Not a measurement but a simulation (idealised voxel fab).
Module name: voxel transistor to metal (process module)
Section cut is 210 nm wide and gridded with 5 nm square cells.
How to read a cross-section here: the picture is a grid of square cells, written as bands going from the top down, and any band can span one or more rows of cells.
Look at the band entry: it leads with the top's height and the bottom's height in nm. Then it lists the materials left to right, with a width in nm for each. The word "edge to edge" on a single material says that material fills the band edge to edge. The word "empty" is empty space.
We count height from 0. Below that, the starting wafer is all one material. The lowest band never ends at the bottom but goes on down; see "0 -> down" for how that is written.
It should be noted that a width expressed as "30 to 40" varies in equal increments from row to row of cells within the band, taking the value of the first number at the top row and that of the second number at the bottom row.
No cell of the cross-section changed in a step that is given as "identical to before".
"Closed void listing" enumerates empty spaces isolated from the top, with no open way to it, that contain at least 8 cells, giving each as width x height at distance from the left edge, all three in nm.
Anything after a step's settings on that line? It's the simulator's own note about the step.
overlay nm: on a step with a mask, how far right of its planned place the mask lay; negative means left.
[List of planned process steps]
step 1: RECEIVE, material Si
step 2: OXIDIZE, depth nm 5
step 3: CONFORMAL_DEP, material SiN, thk nm 15
step 4: PATTERN, tone cover, mask id ACTIVE, material resist, width nm 115, thk nm 15, overlay nm 0
step 5: DIRECTIONAL_ETCH, etch materials SiN, depth nm 15
step 6: DIRECTIONAL_ETCH, etch materials SiO2, depth nm 5
step 7: DIRECTIONAL_ETCH, etch materials Si, depth nm 30
step 8: STRIP, etch materials resist
step 9: OXIDIZE, depth nm 5
step 10: FILL_DEP, material SiO2, thk nm 10
step 11: CMP, height nm 15
step 12: SELECTIVE_ETCH, etch materials SiO2, depth nm 10
step 13: STRIP, etch materials SiN
step 14: SELECTIVE_ETCH, etch materials SiO2, depth nm 5
step 15: OXIDIZE, depth nm 5
step 16: DIRECTIONAL_DEP, material polySi, thk nm 20
step 17: DIRECTIONAL_DEP, material SiCN, thk nm 15
step 18: DIRECTIONAL_DEP, material aC, thk nm 10
step 19: PATTERN, tone cover, mask id GATE, material resist, width nm 25, thk nm 25, overlay nm 0
step 20: DIRECTIONAL_ETCH, etch materials aC, depth nm 10
step 21: STRIP, etch materials resist
step 22: DIRECTIONAL_ETCH, etch materials SiCN, depth nm 25
step 23: DIRECTIONAL_ETCH, etch materials polySi, depth nm 30
step 24: STRIP, etch materials aC
step 25: CONFORMAL_DEP, material SiO2, thk nm 5
step 26: DIRECTIONAL_ETCH, etch materials SiO2, depth nm 5
step 27: CONFORMAL_DEP, material SiN, thk nm 5
step 28: DIRECTIONAL_ETCH, etch materials SiN, depth nm 5
step 29: DIRECTIONAL_ETCH, etch materials SiO2, depth nm 5
step 30: DIRECTIONAL_ETCH, etch materials Si, depth nm 5
step 31: EPI, material SiGe, thk nm 10
step 32: FILL_DEP, material SiO2, thk nm 5
step 33: CMP, height nm 30
step 34: DIRECTIONAL_DEP, material SiO2, thk nm 10
step 35: DIRECTIONAL_DEP, material aC, thk nm 10
step 36: PATTERN, tone open, mask id CONTACT, material resist, width nm 35, pitch nm 70, thk nm 30, overlay nm 0
step 37: DIRECTIONAL_ETCH, etch materials aC, depth nm 10
step 38: STRIP, etch materials resist
step 39: DIRECTIONAL_ETCH, etch materials SiO2, depth nm 45
step 40: STRIP, etch materials aC
step 41: CONFORMAL_DEP, material TiN, thk nm 5
step 42: FILL_DEP, material Ru, thk nm 5
step 43: CMP, height nm 40
step 44: DIRECTIONAL_DEP, material TiN, thk nm 5
step 45: DIRECTIONAL_DEP, material W, thk nm 15
step 46: MASKED_ETCH, tone cover, mask id METAL_1, width nm 20, pitch nm 85, etch materials W, depth nm 15, overlay nm 0
step 47: MASKED_ETCH, tone cover, mask id METAL_1, width nm 15, pitch nm 85, etch materials TiN, depth nm 5, overlay nm 0
step 48: CONFORMAL_DEP, material SiN, thk nm 5
step 49: FILL_DEP, material SiO2, thk nm 10
step 50: CMP, height nm 60
step 51: CONFORMAL_DEP, material SiCN, thk nm 5
step 52: DIRECTIONAL_DEP, material SiO2, thk nm 25
step 53: PATTERN, tone open, mask id METAL_2, material resist, width nm 20, pitch nm 85, thk nm 20, overlay nm 0
step 54: DIRECTIONAL_ETCH, etch materials SiO2, depth nm 15
step 55: STRIP, etch materials resist
step 56: PATTERN, tone open, mask id METAL_2_HOLES, material resist, width nm 15, pitch nm 85, thk nm 20, overlay nm 0
step 57: DIRECTIONAL_ETCH, etch materials SiO2, depth nm 10
step 58: DIRECTIONAL_ETCH, etch materials SiCN, depth nm 5
step 59: STRIP, etch materials resist
step 60: CONFORMAL_DEP, material TiN, thk nm 5
step 61: FILL_DEP, material Cu, thk nm 5
step 62: CMP, height nm 90
step 63: CONFORMAL_DEP, material SiN, thk nm 5
The width nm used in step 47 is not the same on every wafer, whereas the starting condition is; the value printed in the plan is the first wafer's.
[Sectional view: first of several wafers, as received, after step 1]
> 0 -> down  Si edge to edge
> Closed void listing: none
[Cross-section, first of several wafers, end of module, after last step 63]
> 95 -> 90  SiN edge to edge
> 90 -> 80  50 of SiO2  5 of TiN  10 of Cu  5 of TiN  65 of SiO2  5 of TiN  10 of Cu  5 of TiN  55 of SiO2
> 80 -> 75  50 of SiO2  5 of TiN  5 of Cu  10 of TiN  65 of SiO2  5 of TiN  5 of Cu  10 of TiN  55 of SiO2
> 75 -> 65  50 of SiO2  5 of TiN  5 of Cu  5 of TiN  70 of SiO2  5 of TiN  5 of Cu  5 of TiN  60 of SiO2
> 65 -> 60  50 of SiCN  15 of TiN  70 of SiCN  15 of TiN  60 of SiCN
> 60 -> 45  45 of SiO2  5 of SiN  20 of W  5 of SiN  55 of SiO2  5 of SiN  20 of W  5 of SiN  50 of SiO2
> 45 -> 40  50 of SiN  20 of TiN  65 of SiN  20 of TiN  55 of SiN
> 40 -> 30  50 of SiO2  5 of TiN  25 to 20 of Ru  5 to 10 of TiN  35 of SiO2  5 to 10 of TiN  25 to 20 of Ru  5 of TiN  55 of SiO2
> 30 -> 15  50 of SiO2  5 of TiN  20 of Ru  5 of TiN  5 of SiN  5 of SiO2  25 of SiCN  5 of SiO2  5 of SiN  5 of TiN  20 of Ru  5 of TiN  55 of SiO2
> 15 -> 5  50 of SiO2  5 of TiN  20 of Ru  5 of TiN  5 of SiN  5 of SiO2  25 of polySi  5 of SiO2  5 of SiN  5 of TiN  20 of Ru  5 of TiN  55 of SiO2
> 5 -> 0  50 of SiO2  5 of TiN  10 of Ru  15 of TiN  5 of SiN  5 of SiO2  25 of polySi  5 of SiO2  5 of SiN  15 of TiN  10 of Ru  5 of TiN  55 of SiO2
> 0 -> -5  45 of SiO2  5 of SiN  20 of TiN  10 of SiGe  5 of SiN  5 of SiO2  25 of polySi  5 of SiO2  5 of SiN  10 of SiGe  20 of TiN  5 of SiN  50 of SiO2
> -5 -> -10  50 of SiO2  30 of SiGe  45 of SiO2  30 of SiGe  55 of SiO2
> -10 -> -15  50 of SiO2  30 of SiGe  45 of Si  30 of SiGe  55 of SiO2
> -15 -> -40  50 of SiO2  105 of Si  55 of SiO2
> -40 -> down  Si edge to edge
> Closed void listing: none
[Here's the last wafer cross-sectioned at the end of the module]
> 95 -> 90  SiN edge to edge
> 90 -> 80  50 of SiO2  5 of TiN  10 of Cu  5 of TiN  65 of SiO2  5 of TiN  10 of Cu  5 of TiN  55 of SiO2
> 80 -> 75  50 of SiO2  5 of TiN  5 of Cu  10 of TiN  65 of SiO2  5 of TiN  5 of Cu  10 of TiN  55 of SiO2
> 75 -> 65  50 of SiO2  5 of TiN  5 of Cu  5 of TiN  70 of SiO2  5 of TiN  5 of Cu  5 of TiN  60 of SiO2
> 65 -> 60  50 of SiCN  15 of TiN  70 of SiCN  15 of TiN  60 of SiCN
> 60 -> 50  45 of SiO2  5 of SiN  20 of W  5 of SiN  55 of SiO2  5 of SiN  20 of W  5 of SiN  50 of SiO2
> 50 -> 45  40 of SiO2  10 of SiN  20 of W  15 of SiN  40 of SiO2  10 of SiN  20 of W  15 of SiN  40 of SiO2
> 45 -> 40  45 of SiN  35 of TiN  50 of SiN  35 of TiN  45 of SiN
> 40 -> 30  50 of SiO2  5 of TiN  25 to 20 of Ru  5 to 10 of TiN  35 of SiO2  5 to 10 of TiN  25 to 20 of Ru  5 of TiN  55 of SiO2
> 30 -> 15  50 of SiO2  5 of TiN  20 of Ru  5 of TiN  5 of SiN  5 of SiO2  25 of SiCN  5 of SiO2  5 of SiN  5 of TiN  20 of Ru  5 of TiN  55 of SiO2
> 15 -> 5  50 of SiO2  5 of TiN  20 of Ru  5 of TiN  5 of SiN  5 of SiO2  25 of polySi  5 of SiO2  5 of SiN  5 of TiN  20 of Ru  5 of TiN  55 of SiO2
> 5 -> 0  50 of SiO2  5 of TiN  10 of Ru  15 of TiN  5 of SiN  5 of SiO2  25 of polySi  5 of SiO2  5 of SiN  15 of TiN  10 of Ru  5 of TiN  55 of SiO2
> 0 -> -5  45 of SiO2  5 of SiN  20 of TiN  10 of SiGe  5 of SiN  5 of SiO2  25 of polySi  5 of SiO2  5 of SiN  10 of SiGe  20 of TiN  5 of SiN  50 of SiO2
> -5 -> -10  50 of SiO2  30 of SiGe  45 of SiO2  30 of SiGe  55 of SiO2
> -10 -> -15  50 of SiO2  30 of SiGe  45 of Si  30 of SiGe  55 of SiO2
> -15 -> -40  50 of SiO2  105 of Si  55 of SiO2
> -40 -> down  Si edge to edge
> Closed void listing: none
[wafer rows; end of module; cells per material since receipt: (+) gained, (-) lost; then closed voids]
width nm 15; +14 Cu; +62 Ru; -222 Si; +51 SiCN; +28 SiGe; +104 SiN; +635 SiO2; +82 TiN; +24 W; +20 polySi; Closed void listing: none
width nm 20; +14 Cu; +62 Ru; -222 Si; +51 SiCN; +28 SiGe; +104 SiN; +635 SiO2; +82 TiN; +24 W; +20 polySi; Closed void listing: none
width nm 25; +14 Cu; +62 Ru; -222 Si; +51 SiCN; +28 SiGe; +104 SiN; +633 SiO2; +84 TiN; +24 W; +20 polySi; Closed void listing: none
width nm 30; +14 Cu; +62 Ru; -222 Si; +51 SiCN; +28 SiGe; +104 SiN; +631 SiO2; +86 TiN; +24 W; +20 polySi; Closed void listing: none
width nm 35; +14 Cu; +62 Ru; -222 Si; +51 SiCN; +28 SiGe; +104 SiN; +629 SiO2; +88 TiN; +24 W; +20 polySi; Closed void listing: none
